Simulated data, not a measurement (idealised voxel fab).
Presented below is a process module, voxel released beams.
Section shown: cut. Width: 265 nm. Cell size: 5 nm, square.
The cross-sections in this document take the form of a grid made of square cells. They are written out as bands, in order from top to bottom. Each band consists of one or more rows of cells. Within each band entry, the heights of the top and of the bottom of the band appear first, in that order and in nm; the materials of the band then follow from left to right, each with its corresponding width in nm. The designation "full width" on a single material indicates that it fills the band from edge to edge; the designation "blank" indicates empty space. A quick word on heights: they are counted from 0, and under that level the wafer as it came to us is one material throughout. The lowest band is different from the rest in having no bottom; it simply continues downward, written as in "0 -> down". Top row gets the first number, bottom row gets the second, and each row in between changes by the same step: that is how a band width like "30->40" works. "remained the same", as given for a step, is the statement that not any cell of the cross-section underwent a change during that step. If an empty space has no open way to the top and is at least 8 cells in size, "Sealed internal voids" lists it, written width x height at distance, where distance is measured from the left edge and every value is in nm. What comes after the settings on a step's line is commentary from the simulator itself on that step. What "overlay nm" on a step's line means: if the step has a mask, that mask lay this far to the right of its planned place, or, when the value is negative, to the left.

-- List of planned process steps
1. op RECEIVE | material Si
2. op CONFORMAL_DEP | material SiN | thk nm 10
3. op DIRECTIONAL_DEP | material SiO2 | thk nm 15
4. op PATTERN | tone open | mask id ANCHOR | material resist | width nm 40 | thk nm 15 | overlay nm 0
5. op DIRECTIONAL_ETCH | etch materials SiO2 | depth nm 15
6. op STRIP | etch materials resist
7. op CONFORMAL_DEP | material W | thk nm 15
8. op DIRECTIONAL_DEP | material aC | thk nm 10
9. op PATTERN | tone cover | mask id BEAM | material resist | width nm 90 | thk nm 30 | overlay nm 0
10. op DIRECTIONAL_ETCH | etch materials aC | depth nm 5
11. op STRIP | etch materials resist
12. op DIRECTIONAL_ETCH | etch materials W | depth nm 15
13. op STRIP | etch materials aC
14. op STRIP | etch materials SiO2
Wafers differ in depth nm at step 10; plan lists the first wafer's value; identical starting state.

-- Cross-section of the first of several wafers as received (after step 1)
    0 -> down  Si full width
    Sealed internal voids: none

-- Below: a row per wafer. Contents at end of module: for every material, cells gained since receipt (+) or lost since receipt (-); then closed voids
depth nm 5 | +106 SiN | +135 SiO2 | +177 W | Sealed internal voids: none
depth nm 10 | +106 SiN | +72 W | Sealed internal voids: none
depth nm 15 | +106 SiN | +72 W | Sealed internal voids: none
depth nm 20 | +106 SiN | +72 W | Sealed internal voids: none
depth nm 25 | +106 SiN | +72 W | Sealed internal voids: none
